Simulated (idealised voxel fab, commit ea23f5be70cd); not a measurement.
process module | voxel trench capacitor
cross-section cut | 265 nm wide | cells 5 nm
A cross-section is a grid of square cells, given in bands from the top down. A band is one or more rows of cells.
Each band's line starts with the height of the band's top and of its bottom, in nm. Then come its materials from left to right, each with its width in nm. One material with "throughout" fills the band from edge to edge. "air" is empty space.
Height 0 is the level under which the wafer as received is all one material. The lowest band goes on downwards, as in "0 down".
A width such as "30 to 40" changes by the same amount from each row of cells to the next, from the band's top row to its bottom row.
"no change" after a step means that no cell of the cross-section changed.
closed voids: empty space of 8 cells or more with no open way to the top, each as width x height at its distance from the left edge, in nm
after a step's settings: what the simulator itself notes on the step
overlay nm, on a step with a mask: how far to the right of its planned place the mask lay; to the left if negative
plan
1 op RECEIVE | material Si
2 op CONFORMAL_DEP | material SiN | thk nm 5
3 op DIRECTIONAL_DEP | material aC | thk nm 15
4 op PATTERN | tone open | mask id TRENCH | material resist | width nm 25 | pitch nm 55 | thk nm 35 | overlay nm 0
5 op DIRECTIONAL_ETCH | etch materials aC | depth nm 15
6 op STRIP | etch materials resist
7 op DIRECTIONAL_ETCH | etch materials SiN | depth nm 5
8 op DIRECTIONAL_ETCH | etch materials Si | depth nm 40
9 op STRIP | etch materials aC
10 op CONFORMAL_DEP | material HfO2 | thk nm 5
11 op CONFORMAL_DEP | material TiN | thk nm 5
12 op FILL_DEP | material W | thk nm 5
13 op CMP | height nm -5
varied across the wafers: height nm of step 13. The plan shows the first wafer's value. All wafers start alike
first wafer as received, after step 1
  0 down: Si throughout
  closed voids: none
each wafer at the end: cells of each material gained (+) or lost (-) since it was received, then its closed voids
height nm -5 | +68 HfO2 | -193 Si | +52 TiN | +20 W | closed voids: none
height nm 0 | +76 HfO2 | -160 Si | +60 TiN | +24 W | closed voids: none
height nm 5 | +84 HfO2 | -160 Si | +33 SiN | +68 TiN | +28 W | closed voids: none
height nm 10 | +125 HfO2 | -160 Si | +33 SiN | +76 TiN | +32 W | closed voids: none
height nm 15 | +125 HfO2 | -160 Si | +33 SiN | +125 TiN | +36 W | closed voids: none
height nm 20 | +125 HfO2 | -160 Si | +33 SiN | +125 TiN | +89 W | closed voids: none
